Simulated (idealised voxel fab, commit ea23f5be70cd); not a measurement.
Process module heading - voxel capacitor over wiring
Cross-section cut spans 270 nm and uses square cells 5 nm in size.
Just so we're on the same page, the cross-sections are grids of square cells, and they're listed out in bands top to bottom, each band one or more rows deep. Basically the band line says how high the top is and how high the bottom is, in nm, and then what's in it from left to right, every material with its width in nm. Empty space shows up as "air", and if a single material carries "all across" it runs the full band edge to edge. Basically, 0 is our baseline, since under it the wafer straight out of the box is all one material. The bottom band has no lower end and keeps on going down, so it looks like "0..down". Per-row width for "30..40": begins at first number (top row of band), ends at second number (bottom row), increment between rows held constant. "all unchanged" for a step: no cell of the cross-section changed in that step. Listed in "Cavities, sealed": every empty space of 8 or more cells without an open way to the top. Form: width x height at distance, the distance being from the left edge, all in nm. Formally, on a step line, whatever follows the settings is a remark that the simulator itself makes on the step. "overlay nm" answers the question of how far to the right of plan the mask lay on a step that has a mask, and when it is negative the answer is to the left.

# The following list gives the planned process steps
step 1: op RECEIVE | material Si
step 2: op CONFORMAL_DEP | material SiO2 | thk nm 10
step 3: op CONFORMAL_DEP | material SiN | thk nm 5
step 4: op DIRECTIONAL_DEP | material SiO2 | thk nm 20
step 5: op DIRECTIONAL_DEP | material aC | thk nm 10
step 6: op PATTERN | tone open | mask id METAL_1 | material resist | width nm 25 | pitch nm 90 | thk nm 25 | overlay nm 0
step 7: op DIRECTIONAL_ETCH | etch materials aC | depth nm 10
step 8: op STRIP | etch materials resist
step 9: op DIRECTIONAL_ETCH | etch materials SiO2 | depth nm 20
step 10: op DIRECTIONAL_ETCH | etch materials SiN | depth nm 5
step 11: op STRIP | etch materials aC
step 12: op CONFORMAL_DEP | material TiN | thk nm 5
step 13: op FILL_DEP | material W | thk nm 10
step 14: op CMP | height nm 35
step 15: op CONFORMAL_DEP | material SiCN | thk nm 5
step 16: op DIRECTIONAL_DEP | material lowk | thk nm 15
step 17: op PATTERN | tone open | mask id PLUG_1 | material resist | width nm 15 | thk nm 15 | overlay nm 0
step 18: op DIRECTIONAL_ETCH | etch materials lowk | depth nm 15
step 19: op DIRECTIONAL_ETCH | etch materials SiCN | depth nm 5
step 20: op STRIP | etch materials resist
step 21: op EPI | material Ru | thk nm 10
step 22: op EPI | material Ru | thk nm 10
step 23: op DIRECTIONAL_DEP | material TiN | thk nm 10
step 24: op DIRECTIONAL_DEP | material HfO2 | thk nm 5
step 25: op DIRECTIONAL_DEP | material TiN | thk nm 5
step 26: op PATTERN | tone cover | mask id UPPER_PLATE | material resist | width nm 70 | thk nm 15 | overlay nm 0
step 27: op DIRECTIONAL_ETCH | etch materials TiN | depth nm 5
step 28: op DIRECTIONAL_ETCH | etch materials HfO2 | depth nm 5
step 29: op STRIP | etch materials resist
step 30: op MASKED_ETCH | tone cover | mask id LOWER_PLATE | width nm 80 | etch materials TiN | depth nm 10 | overlay nm 0
step 31: op FILL_DEP | material SiO2 | thk nm 20
step 32: op CMP | height nm 90
step 33: op MASKED_ETCH | tone open | mask id PLUG_2 | width nm 15 | etch materials SiO2 | depth nm 15 | overlay nm 0
step 34: op CONFORMAL_DEP | material TiN | thk nm 5
step 35: op FILL_DEP | material W | thk nm 5
step 36: op CMP | height nm 90
step 37: op CONFORMAL_DEP | material SiN | thk nm 5

# First of two wafers - as planned

# Cross-section of the wafer at receipt, which is the condition after step 1
  0..down: Si all across
  Cavities, sealed: none

# Once step 2 is through, the wafer looks like this in cross-section
  10..0: SiO2 all across
  Everything under 0 stays put, no change at all.

# Once step 3 is through, the wafer looks like this in cross-section
  15..10: SiN all across
  Everything under 10 stays put, no change at all.

# Once step 4 is through, the wafer looks like this in cross-section
  35..15: SiO2 all across
  Everything under 15 stays put, no change at all.

# Once step 5 is through, the wafer looks like this in cross-section
  45..35: aC all across
  Everything under 35 stays put, no change at all.

# Once step 6 is through, the wafer looks like this in cross-section
  70..45: resist 75 nm, then air 25 nm, then resist 65 nm, then air 25 nm, then resist 80 nm
  Everything under 45 stays put, no change at all.

# Once step 7 is through, the wafer looks like this in cross-section
  60..45: resist 75 nm, then air 25 nm, then resist 65 nm, then air 25 nm, then resist 80 nm
  45..35: aC 75 nm, then air 25 nm, then aC 65 nm, then air 25 nm, then aC 80 nm
  Everything under 35 stays put, no change at all.

# Once step 8 is through, the wafer looks like this in cross-section
  45..35: aC 75 nm, then air 25 nm, then aC 65 nm, then air 25 nm, then aC 80 nm
  Everything under 35 stays put, no change at all.

# Once step 9 is through, the wafer looks like this in cross-section
  45..35: aC 75 nm, then air 25 nm, then aC 65 nm, then air 25 nm, then aC 80 nm
  35..15: SiO2 75 nm, then air 25 nm, then SiO2 65 nm, then air 25 nm, then SiO2 80 nm
  Everything under 15 stays put, no change at all.

# Once step 10 is through, the wafer looks like this in cross-section
  45..35: aC 75 nm, then air 25 nm, then aC 65 nm, then air 25 nm, then aC 80 nm
  35..15: SiO2 75 nm, then air 25 nm, then SiO2 65 nm, then air 25 nm, then SiO2 80 nm
  15..10: SiN 75 nm, then air 25 nm, then SiN 65 nm, then air 25 nm, then SiN 80 nm
  Everything under 10 stays put, no change at all.

# Once step 11 is through, the wafer looks like this in cross-section
  35..15: SiO2 75 nm, then air 25 nm, then SiO2 65 nm, then air 25 nm, then SiO2 80 nm
  Everything under 15 stays put, no change at all.

# Once step 12 is through, the wafer looks like this in cross-section
  40..35: TiN 80 nm, then air 15 nm, then TiN 75 nm, then air 15 nm, then TiN 85 nm
  35..15: SiO2 75 nm, then TiN 5 nm, then air 15 nm, then TiN 5 nm, then SiO2 65 nm, then TiN 5 nm, then air 15 nm, then TiN 5 nm, then SiO2 80 nm
  15..10: SiN 75 nm, then TiN 25 nm, then SiN 65 nm, then TiN 25 nm, then SiN 80 nm
  Everything under 10 stays put, no change at all.

# Once step 13 is through, the wafer looks like this in cross-section
  50..40: W all across
  40..35: TiN 80 nm, then W 15 nm, then TiN 75 nm, then W 15 nm, then TiN 85 nm
  35..15: SiO2 75 nm, then TiN 5 nm, then W 15 nm, then TiN 5 nm, then SiO2 65 nm, then TiN 5 nm, then W 15 nm, then TiN 5 nm, then SiO2 80 nm
  Everything under 15 stays put, no change at all.

# Once step 14 is through, the wafer looks like this in cross-section
  35..15: SiO2 75 nm, then TiN 5 nm, then W 15 nm, then TiN 5 nm, then SiO2 65 nm, then TiN 5 nm, then W 15 nm, then TiN 5 nm, then SiO2 80 nm
  Everything under 15 stays put, no change at all.

# Once step 15 is through, the wafer looks like this in cross-section
  40..35: SiCN all across
  Everything under 35 stays put, no change at all.

# Once step 16 is through, the wafer looks like this in cross-section
  55..40: lowk all across
  Everything under 40 stays put, no change at all.

# Once step 17 is through, the wafer looks like this in cross-section
  70..55: resist 85 nm, then air 15 nm, then resist 170 nm
  Everything under 55 stays put, no change at all.

# Once step 18 is through, the wafer looks like this in cross-section
  70..55: resist 85 nm, then air 15 nm, then resist 170 nm
  55..40: lowk 85 nm, then air 15 nm, then lowk 170 nm
  Everything under 40 stays put, no change at all.

# Once step 19 is through, the wafer looks like this in cross-section
  70..55: resist 85 nm, then air 15 nm, then resist 170 nm
  55..40: lowk 85 nm, then air 15 nm, then lowk 170 nm
  40..35: SiCN 85 nm, then air 15 nm, then SiCN 170 nm
  Everything under 35 stays put, no change at all.

# Once step 20 is through, the wafer looks like this in cross-section
  55..40: lowk 85 nm, then air 15 nm, then lowk 170 nm
  Everything under 40 stays put, no change at all.

# Once step 21 is through, the wafer looks like this in cross-section
  55..45: lowk 85 nm, then air 15 nm, then lowk 170 nm
  45..40: lowk 85 nm, then Ru 15 nm, then lowk 170 nm
  40..35: SiCN 85 nm, then Ru 15 nm, then SiCN 170 nm
  Everything under 35 stays put, no change at all.

# Once step 22 is through, the wafer looks like this in cross-section
  55..40: lowk 85 nm, then Ru 15 nm, then lowk 170 nm
  Everything under 40 stays put, no change at all.

# Once step 23 is through, the wafer looks like this in cross-section
  65..55: TiN all across
  Everything under 55 stays put, no change at all.

# Once step 24 is through, the wafer looks like this in cross-section
  70..65: HfO2 all across
  Everything under 65 stays put, no change at all.

# Once step 25 is through, the wafer looks like this in cross-section
  75..70: TiN all across
  Everything under 70 stays put, no change at all.

# Once step 26 is through, the wafer looks like this in cross-section
  90..75: air 85 nm, then resist 70 nm, then air 115 nm
  Everything under 75 stays put, no change at all.

# Once step 27 is through, the wafer looks like this in cross-section
  90..75: air 85 nm, then resist 70 nm, then air 115 nm
  75..70: air 85 nm, then TiN 70 nm, then air 115 nm
  Everything under 70 stays put, no change at all.

# Once step 28 is through, the wafer looks like this in cross-section
  90..75: air 85 nm, then resist 70 nm, then air 115 nm
  75..70: air 85 nm, then TiN 70 nm, then air 115 nm
  70..65: air 85 nm, then HfO2 70 nm, then air 115 nm
  Everything under 65 stays put, no change at all.

# Once step 29 is through, the wafer looks like this in cross-section
  75..70: air 85 nm, then TiN 70 nm, then air 115 nm
  Everything under 70 stays put, no change at all.

# Once step 30 is through, the wafer looks like this in cross-section
  75..70: air 85 nm, then TiN 70 nm, then air 115 nm
  70..65: air 85 nm, then HfO2 70 nm, then air 115 nm
  65..55: air 80 nm, then TiN 80 nm, then air 110 nm
  Everything under 55 stays put, no change at all.

# Once step 31 is through, the wafer looks like this in cross-section
  95..75: SiO2 all across
  75..70: SiO2 85 nm, then TiN 70 nm, then SiO2 115 nm
  70..65: SiO2 85 nm, then HfO2 70 nm, then SiO2 115 nm
  65..55: SiO2 80 nm, then TiN 80 nm, then SiO2 110 nm
  Everything under 55 stays put, no change at all.

# Once step 32 is through, the wafer looks like this in cross-section
  90..75: SiO2 all across
  Everything under 75 stays put, no change at all.

# Once step 33 is through, the wafer looks like this in cross-section
  90..75: SiO2 95 nm, then air 15 nm, then SiO2 160 nm
  Everything under 75 stays put, no change at all.

# Once step 34 is through, the wafer looks like this in cross-section
  95..90: TiN 100 nm, then air 5 nm, then TiN 165 nm
  90..80: SiO2 95 nm, then TiN 5 nm, then air 5 nm, then TiN 5 nm, then SiO2 160 nm
  80..70: SiO2 95..85 nm, then TiN 15..70 nm, then SiO2 160..115 nm
  Everything under 70 stays put, no change at all.

# Once step 35 is through, the wafer looks like this in cross-section
  100..95: W all across
  95..90: TiN 100 nm, then W 5 nm, then TiN 165 nm
  90..80: SiO2 95 nm, then TiN 5 nm, then W 5 nm, then TiN 5 nm, then SiO2 160 nm
  Everything under 80 stays put, no change at all.

# Once step 36 is through, the wafer looks like this in cross-section
  90..80: SiO2 95 nm, then TiN 5 nm, then W 5 nm, then TiN 5 nm, then SiO2 160 nm
  Everything under 80 stays put, no change at all.

# Once step 37 is through, the wafer looks like this in cross-section
  95..90: SiN all across
  Everything under 90 stays put, no change at all.

# Regarding the second of the two wafers: it shared the first wafer's starting condition and process plan, yet one error occurred during its execution. Its history coincides with that of the first wafer up to and including step 16

# Second wafer, cut view, end of step 17 per plan
  70..55: resist 75 nm, then air 15 nm, then resist 180 nm
  Everything under 55 stays put, no change at all.

# Second wafer, cut view, end of step 18 per plan
  70..55: resist 75 nm, then air 15 nm, then resist 180 nm
  55..40: lowk 75 nm, then air 15 nm, then lowk 180 nm
  Everything under 40 stays put, no change at all.

# Second wafer, cut view, end of step 19 per plan
  70..55: resist 75 nm, then air 15 nm, then resist 180 nm
  55..40: lowk 75 nm, then air 15 nm, then lowk 180 nm
  40..35: SiCN 75 nm, then air 15 nm, then SiCN 180 nm
  Everything under 35 stays put, no change at all.

# Second wafer, cut view, end of step 20 per plan
  55..40: lowk 75 nm, then air 15 nm, then lowk 180 nm
  Everything under 40 stays put, no change at all.

# Second wafer, cut view, end of step 21 per plan
  55..45: lowk 75 nm, then air 15 nm, then lowk 180 nm
  45..40: lowk 75 nm, then Ru 15 nm, then lowk 180 nm
  40..35: SiCN 75 nm, then Ru 15 nm, then SiCN 180 nm
  Everything under 35 stays put, no change at all.

# Second wafer, cut view, end of step 22 per plan
  55..40: lowk 75 nm, then Ru 15 nm, then lowk 180 nm
  Everything under 40 stays put, no change at all.

# Second wafer, cut view, end of step 23 per plan
  65..55: TiN all across
  Everything under 55 stays put, no change at all.

# Second wafer, cut view, end of step 24 per plan
  70..65: HfO2 all across
  Everything under 65 stays put, no change at all.

# Second wafer, cut view, end of step 25 per plan
  75..70: TiN all across
  Everything under 70 stays put, no change at all.

# Second wafer, cut view, end of step 26 per plan
  90..75: air 85 nm, then resist 70 nm, then air 115 nm
  Everything under 75 stays put, no change at all.

# Second wafer, cut view, end of step 27 per plan
  90..75: air 85 nm, then resist 70 nm, then air 115 nm
  75..70: air 85 nm, then TiN 70 nm, then air 115 nm
  Everything under 70 stays put, no change at all.

# Second wafer, cut view, end of step 28 per plan
  90..75: air 85 nm, then resist 70 nm, then air 115 nm
  75..70: air 85 nm, then TiN 70 nm, then air 115 nm
  70..65: air 85 nm, then HfO2 70 nm, then air 115 nm
  Everything under 65 stays put, no change at all.

# Second wafer, cut view, end of step 29 per plan
  75..70: air 85 nm, then TiN 70 nm, then air 115 nm
  Everything under 70 stays put, no change at all.

# Second wafer, cut view, end of step 30 per plan
  75..70: air 85 nm, then TiN 70 nm, then air 115 nm
  70..65: air 85 nm, then HfO2 70 nm, then air 115 nm
  65..55: air 80 nm, then TiN 80 nm, then air 110 nm
  Everything under 55 stays put, no change at all.

# Second wafer, cut view, end of step 31 per plan
  95..75: SiO2 all across
  75..70: SiO2 85 nm, then TiN 70 nm, then SiO2 115 nm
  70..65: SiO2 85 nm, then HfO2 70 nm, then SiO2 115 nm
  65..55: SiO2 80 nm, then TiN 80 nm, then SiO2 110 nm
  Everything under 55 stays put, no change at all.

# Second wafer, cut view, end of step 32 per plan
  90..75: SiO2 all across
  Everything under 75 stays put, no change at all.

# Second wafer, cut view, end of step 33 per plan
  90..75: SiO2 95 nm, then air 15 nm, then SiO2 160 nm
  Everything under 75 stays put, no change at all.

# Second wafer, cut view, end of step 34 per plan
  95..90: TiN 100 nm, then air 5 nm, then TiN 165 nm
  90..80: SiO2 95 nm, then TiN 5 nm, then air 5 nm, then TiN 5 nm, then SiO2 160 nm
  80..70: SiO2 95..85 nm, then TiN 15..70 nm, then SiO2 160..115 nm
  Everything under 70 stays put, no change at all.

# Second wafer, cut view, end of step 35 per plan
  100..95: W all across
  95..90: TiN 100 nm, then W 5 nm, then TiN 165 nm
  90..80: SiO2 95 nm, then TiN 5 nm, then W 5 nm, then TiN 5 nm, then SiO2 160 nm
  Everything under 80 stays put, no change at all.

# Second wafer, cut view, end of step 36 per plan
  90..80: SiO2 95 nm, then TiN 5 nm, then W 5 nm, then TiN 5 nm, then SiO2 160 nm
  Everything under 80 stays put, no change at all.

# Second wafer, cut view, end of step 37 per plan
  95..90: SiN all across
  Everything under 90 stays put, no change at all.
In executing the process, a mistake was made relative to the plan: heads up, step 17 didn't go per plan, it actually ran as op PATTERN | tone open | mask id PLUG_1 | material resist | width nm 15 | thk nm 15 | overlay nm -10
End check, second vs first wafer: material counts in cells match, positions do not.
